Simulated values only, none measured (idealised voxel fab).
Proc. module: voxel ribs on slabs
It is cross-section cut that appears here, measuring 190 nm in width, its square cells being 5 nm in size.
Reading order for cross-sections: top band down to bottom band. Underlying form: a grid of square cells. Band size: one or more rows of cells.
Per band: top height and bottom height in nm, followed by the left-to-right materials and their widths in nm; "all across" marks a single material spanning edge to edge, "blank" marks empty space.
Note: height 0 marks the level under which the wafer is uniformly one material as received. Lowest band unbounded below, written "0..down".
Read "30 to 40" as a graded width: first number on top, second number at the bottom, same change between each pair of neighbouring rows.
Given "everything unchanged" for a step, no cell of the cross-section differs between before and after that step.
"Unvented internal voids" specifies each empty space that is not open to the top and that occupies no fewer than 8 cells, using the form width x height at distance, the distance measured from the left edge and all three quantities in nm.
Where a step's line continues beyond its settings, the continuation is a remark by the simulator itself on that step.
A step's line can hold "overlay nm"; with a mask on that step, the setting says how far right of the planned place the mask lay, while a negative setting says it lay to the left.
The process steps that were planned are listed below:
| 1 | RECEIVE (material Si) |
| 2 | DIRECTIONAL_DEP (material SiO2; thk nm 30) |
| 3 | DIRECTIONAL_DEP (material SiN; thk nm 25) |
| 4 | MASKED_ETCH (tone cover; mask id RIB; width nm 20; etch materials SiN; depth nm 20; overlay nm 0) |
| 5 | PATTERN (tone cover; mask id SLAB; material resist; width nm 60; thk nm 20; overlay nm 0) |
| 6 | DIRECTIONAL_ETCH (etch materials SiN; depth nm 5) |
| 7 | STRIP (etch materials resist) |
| 8 | FILL_DEP (material SiO2; thk nm 15) |
| 9 | CMP (height nm 65) |
| 10 | DIRECTIONAL_DEP (material TiN; thk nm 5) |
| 11 | DIRECTIONAL_DEP (material aC; thk nm 10) |
| 12 | PATTERN (tone cover; mask id HEATER; material resist; width nm 30; thk nm 25; overlay nm 0) |
| 13 | DIRECTIONAL_ETCH (etch materials aC; depth nm 10) |
| 14 | STRIP (etch materials resist) |
| 15 | DIRECTIONAL_ETCH (etch materials TiN; depth nm 5) |
| 16 | STRIP (etch materials aC) |
| 17 | CONFORMAL_DEP (material SiO2; thk nm 5) |
The following pertains to the first of two wafers, which was processed as planned:
Incoming wafer, cross-sectional view, post step 1:
    0..down = Si all across
    Unvented internal voids: none
Cross-section of the wafer after step 2:
    30..0 = SiO2 all across
    Everything under 0 stays put, no change at all.
Cross-section of the wafer after step 3:
    55..30 = SiN all across
    Everything under 30 stays put, no change at all.
Cross-section of the wafer after step 4:
    55..35 = blank: 85 | SiN: 20 | blank: 85
    Everything under 35 stays put, no change at all.
Cross-section of the wafer after step 5:
    75..55 = blank: 65 | resist: 60 | blank: 65
    55..35 = blank: 65 | resist: 20 | SiN: 20 | resist: 20 | blank: 65
    Everything under 35 stays put, no change at all.
Cross-section of the wafer after step 6:
    75..55 = blank: 65 | resist: 60 | blank: 65
    55..35 = blank: 65 | resist: 20 | SiN: 20 | resist: 20 | blank: 65
    35..30 = blank: 65 | SiN: 60 | blank: 65
    Everything under 30 stays put, no change at all.
Cross-section of the wafer after step 7:
    55..35 = blank: 85 | SiN: 20 | blank: 85
    Everything under 35 stays put, no change at all.
Cross-section of the wafer after step 8:
    70..55 = SiO2 all across
    55..35 = SiO2: 85 | SiN: 20 | SiO2: 85
    35..30 = SiO2: 65 | SiN: 60 | SiO2: 65
    Everything under 30 stays put, no change at all.
Cross-section of the wafer after step 9:
    65..55 = SiO2 all across
    Everything under 55 stays put, no change at all.
Cross-section of the wafer after step 10:
    70..65 = TiN all across
    Everything under 65 stays put, no change at all.
Cross-section of the wafer after step 11:
    80..70 = aC all across
    Everything under 70 stays put, no change at all.
Cross-section of the wafer after step 12:
    105..80 = blank: 80 | resist: 30 | blank: 80
    Everything under 80 stays put, no change at all.
Cross-section of the wafer after step 13:
    95..80 = blank: 80 | resist: 30 | blank: 80
    80..70 = blank: 80 | aC: 30 | blank: 80
    Everything under 70 stays put, no change at all.
Cross-section of the wafer after step 14:
    80..70 = blank: 80 | aC: 30 | blank: 80
    Everything under 70 stays put, no change at all.
Cross-section of the wafer after step 15:
    80..70 = blank: 80 | aC: 30 | blank: 80
    70..65 = blank: 80 | TiN: 30 | blank: 80
    Everything under 65 stays put, no change at all.
Cross-section of the wafer after step 16:
    70..65 = blank: 80 | TiN: 30 | blank: 80
    Everything under 65 stays put, no change at all.
Cross-section of the wafer after step 17:
    75..70 = blank: 75 | SiO2: 40 | blank: 75
    70..65 = SiO2: 80 | TiN: 30 | SiO2: 80
    Everything under 65 stays put, no change at all.
Second wafer, same starting state and plan as the first, one mistake in the run, identical through step 1:
Cross-sectional view of the second wafer at the intended end time of process step 2:
    25..0 = SiN all across
    Everything under 0 stays put, no change at all.
Cross-sectional view of the second wafer at the intended end time of process step 3:
    55..25 = SiO2 all across
    Everything under 25 stays put, no change at all.
Cross-sectional view of the second wafer at the intended end time of process step 4: everything unchanged
Cross-sectional view of the second wafer at the intended end time of process step 5:
    75..55 = blank: 65 | resist: 60 | blank: 65
    Everything under 55 stays put, no change at all.
Cross-sectional view of the second wafer at the intended end time of process step 6: everything unchanged
Cross-sectional view of the second wafer at the intended end time of process step 7:
    55..25 = SiO2 all across
    Everything under 25 stays put, no change at all.
Cross-sectional view of the second wafer at the intended end time of process step 8:
    70..25 = SiO2 all across
    Everything under 25 stays put, no change at all.
Cross-sectional view of the second wafer at the intended end time of process step 9:
    65..25 = SiO2 all across
    Everything under 25 stays put, no change at all.
Cross-sectional view of the second wafer at the intended end time of process step 10:
    70..65 = TiN all across
    Everything under 65 stays put, no change at all.
Cross-sectional view of the second wafer at the intended end time of process step 11:
    80..70 = aC all across
    Everything under 70 stays put, no change at all.
Cross-sectional view of the second wafer at the intended end time of process step 12:
    105..80 = blank: 80 | resist: 30 | blank: 80
    Everything under 80 stays put, no change at all.
Cross-sectional view of the second wafer at the intended end time of process step 13:
    95..80 = blank: 80 | resist: 30 | blank: 80
    80..70 = blank: 80 | aC: 30 | blank: 80
    Everything under 70 stays put, no change at all.
Cross-sectional view of the second wafer at the intended end time of process step 14:
    80..70 = blank: 80 | aC: 30 | blank: 80
    Everything under 70 stays put, no change at all.
Cross-sectional view of the second wafer at the intended end time of process step 15:
    80..70 = blank: 80 | aC: 30 | blank: 80
    70..65 = blank: 80 | TiN: 30 | blank: 80
    Everything under 65 stays put, no change at all.
Cross-sectional view of the second wafer at the intended end time of process step 16:
    70..65 = blank: 80 | TiN: 30 | blank: 80
    Everything under 65 stays put, no change at all.
Cross-sectional view of the second wafer at the intended end time of process step 17:
    75..70 = blank: 75 | SiO2: 40 | blank: 75
    70..65 = SiO2: 80 | TiN: 30 | SiO2: 80
    Everything under 65 stays put, no change at all.
In executing the process, a mistake was made relative to the plan: so 2 and 3 got swapped relative to the plan, each ran where the other was supposed to
End check, counted in cells, second wafer has more or fewer of these materials than the first: +162 SiN; -162 SiO2
